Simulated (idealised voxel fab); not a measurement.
A process module follows: voxel capacitor over wiring.
The cross-section shown here is cut; it is 180 nm wide and divided into square cells measuring 5 nm on a side.
Square cells in a grid make up a cross-section in this document, and the grid is given as bands, listed from the top down, each one or more rows of cells. The entry gives the band's vertical extent as a top height and a bottom height in nm, then its horizontal make-up as materials from left to right, each with a width in nm. "blank" stands for empty space; a single material marked "throughout" fills the band edge to edge. Height reference: 0 = level under which incoming wafer is all one material. Lowest band: no bottom, runs on downward, e.g. "0 and below". Width spec "30 to 40" -> top row of cells at first value, bottom row at second value, equal per-row change in between. A step reported as "remains unaltered" is a step in which no cell of the cross-section changed. In the "closed voids" entry, you get each enclosed empty space of 8 cells or more, one with no open way to the top, written width x height at distance, distance from the left edge, in nm. The remark found on a step's line after its settings is issued by the simulator itself and pertains to that step. "overlay nm" on a masked step: distance the mask lay right of its planned place, negative for left.
PROCESS STEPS FORESEEN IN THE PLAN
- 1: RECEIVE | material Si
- 2: CONFORMAL_DEP | material SiO2 | thk nm 15
- 3: CONFORMAL_DEP | material SiN | thk nm 5
- 4: DIRECTIONAL_DEP | material lowk | thk nm 15
- 5: PATTERN | tone open | mask id METAL_1 | material resist | width nm 30 | pitch nm 85 | thk nm 20 | overlay nm -15
- 6: DIRECTIONAL_ETCH | etch materials lowk | depth nm 15
- 7: DIRECTIONAL_ETCH | etch materials SiN | depth nm 5
- 8: STRIP | etch materials resist
- 9: CONFORMAL_DEP | material TiN | thk nm 5
- 10: FILL_DEP | material Ru | thk nm 10
- 11: CMP | height nm 35
- 12: CONFORMAL_DEP | material SiCN | thk nm 5
- 13: DIRECTIONAL_DEP | material lowk | thk nm 15
- 14: DIRECTIONAL_DEP | material aC | thk nm 10
- 15: PATTERN | tone open | mask id PLUG_1 | material resist | width nm 15 | thk nm 25 | overlay nm 0
- 16: DIRECTIONAL_ETCH | etch materials aC | depth nm 10
- 17: STRIP | etch materials resist
- 18: DIRECTIONAL_ETCH | etch materials lowk | depth nm 15
- 19: DIRECTIONAL_ETCH | etch materials SiCN | depth nm 5
- 20: STRIP | etch materials aC
- 21: CONFORMAL_DEP | material TiN | thk nm 5
- 22: FILL_DEP | material W | thk nm 10
- 23: CMP | height nm 55
- 24: DIRECTIONAL_DEP | material TiN | thk nm 5
- 25: DIRECTIONAL_DEP | material Al2O3 | thk nm 5
- 26: DIRECTIONAL_DEP | material TiN | thk nm 10
- 27: PATTERN | tone cover | mask id UPPER_PLATE | material resist | width nm 60 | thk nm 15 | overlay nm 0
- 28: DIRECTIONAL_ETCH | etch materials TiN | depth nm 10
- 29: DIRECTIONAL_ETCH | etch materials Al2O3 | depth nm 5
- 30: STRIP | etch materials resist
- 31: MASKED_ETCH | tone cover | mask id LOWER_PLATE | width nm 70 | etch materials TiN | depth nm 5 | overlay nm 0
- 32: FILL_DEP | material SiO2 | thk nm 20
- 33: CMP | height nm 90
- 34: MASKED_ETCH | tone open | mask id PLUG_2 | width nm 15 | etch materials SiO2 | depth nm 15 | overlay nm 0
- 35: CONFORMAL_DEP | material TiN | thk nm 5
- 36: FILL_DEP | material W | thk nm 10
- 37: CMP | height nm 90
- 38: CONFORMAL_DEP | material SiN | thk nm 5
The wafers in this document start out alike and differ in the overlay nm applied at step 5; the plan shows the value used for the first wafer.
CROSS-SECTIONAL VIEW OF THE FIRST OF SEVERAL WAFERS IN THE AS-RECEIVED CONDITION, CORRESPONDING TO THE STATE FOLLOWING STEP 1
    0 and below | Si throughout
    closed voids: none
CROSS-SECTION OF THE FIRST OF SEVERAL WAFERS ONCE THE MODULE HAS RUN THROUGH ITS LAST STEP, STEP 38
    95 down to 90 | SiN throughout
    90 down to 80 | SiO2 55, then TiN 5, then W 5, then TiN 5, then SiO2 110
    80 down to 75 | SiO2 55, then TiN 15, then SiO2 110
    75 down to 65 | SiO2 45, then TiN 60, then SiO2 75
    65 down to 60 | SiO2 45, then Al2O3 60, then SiO2 75
    60 down to 55 | SiO2 40, then TiN 70, then SiO2 70
    55 down to 40 | lowk 45, then TiN 5, then W 5, then TiN 5, then lowk 120
    40 down to 35 | SiCN 45, then TiN 15, then SiCN 120
    35 down to 20 | lowk 15, then TiN 5, then Ru 20, then TiN 5, then lowk 55, then TiN 5, then Ru 20, then TiN 5, then lowk 50
    20 down to 15 | SiN 15, then TiN 30, then SiN 55, then TiN 30, then SiN 50
    15 down to 0 | SiO2 throughout
    0 and below | Si throughout
    closed voids: none
CROSS-SECTIONAL DEPICTION OF THE LAST OF SEVERAL WAFERS UPON COMPLETION OF THE MODULE
    95 down to 90 | SiN throughout
    90 down to 80 | SiO2 55, then TiN 5, then W 5, then TiN 5, then SiO2 110
    80 down to 75 | SiO2 55, then TiN 15, then SiO2 110
    75 down to 65 | SiO2 45, then TiN 60, then SiO2 75
    65 down to 60 | SiO2 45, then Al2O3 60, then SiO2 75
    60 down to 55 | SiO2 40, then TiN 70, then SiO2 70
    55 down to 40 | lowk 45, then TiN 5, then W 5, then TiN 5, then lowk 120
    40 down to 35 | SiCN 45, then TiN 15, then SiCN 120
    35 down to 20 | lowk 45, then TiN 5, then Ru 20, then TiN 5, then lowk 55, then TiN 5, then Ru 20, then TiN 5, then lowk 20
    20 down to 15 | SiN 45, then TiN 30, then SiN 55, then TiN 30, then SiN 20
    15 down to 0 | SiO2 throughout
    0 and below | Si throughout
    closed voids: none
PER WAFER, END OF MODULE: CELLS GAINED (+) OR LOST (-) PER MATERIAL SINCE RECEIPT, THEN CLOSED VOIDS
overlay nm -15, +12 Al2O3, +24 Ru, +33 SiCN, +60 SiN, +301 SiO2, +78 TiN, +5 W, +171 lowk, closed voids: none
overlay nm -10, +12 Al2O3, +24 Ru, +33 SiCN, +60 SiN, +301 SiO2, +78 TiN, +5 W, +171 lowk, closed voids: none
overlay nm -5, +12 Al2O3, +24 Ru, +33 SiCN, +60 SiN, +301 SiO2, +78 TiN, +5 W, +171 lowk, closed voids: none
overlay nm 0, +12 Al2O3, +24 Ru, +33 SiCN, +60 SiN, +301 SiO2, +78 TiN, +5 W, +171 lowk, closed voids: none
overlay nm 5, +12 Al2O3, +24 Ru, +33 SiCN, +60 SiN, +301 SiO2, +78 TiN, +5 W, +171 lowk, closed voids: none
overlay nm 10, +12 Al2O3, +24 Ru, +33 SiCN, +60 SiN, +301 SiO2, +78 TiN, +5 W, +171 lowk, closed voids: none
overlay nm 15, +12 Al2O3, +24 Ru, +33 SiCN, +60 SiN, +301 SiO2, +78 TiN, +5 W, +171 lowk, closed voids: none
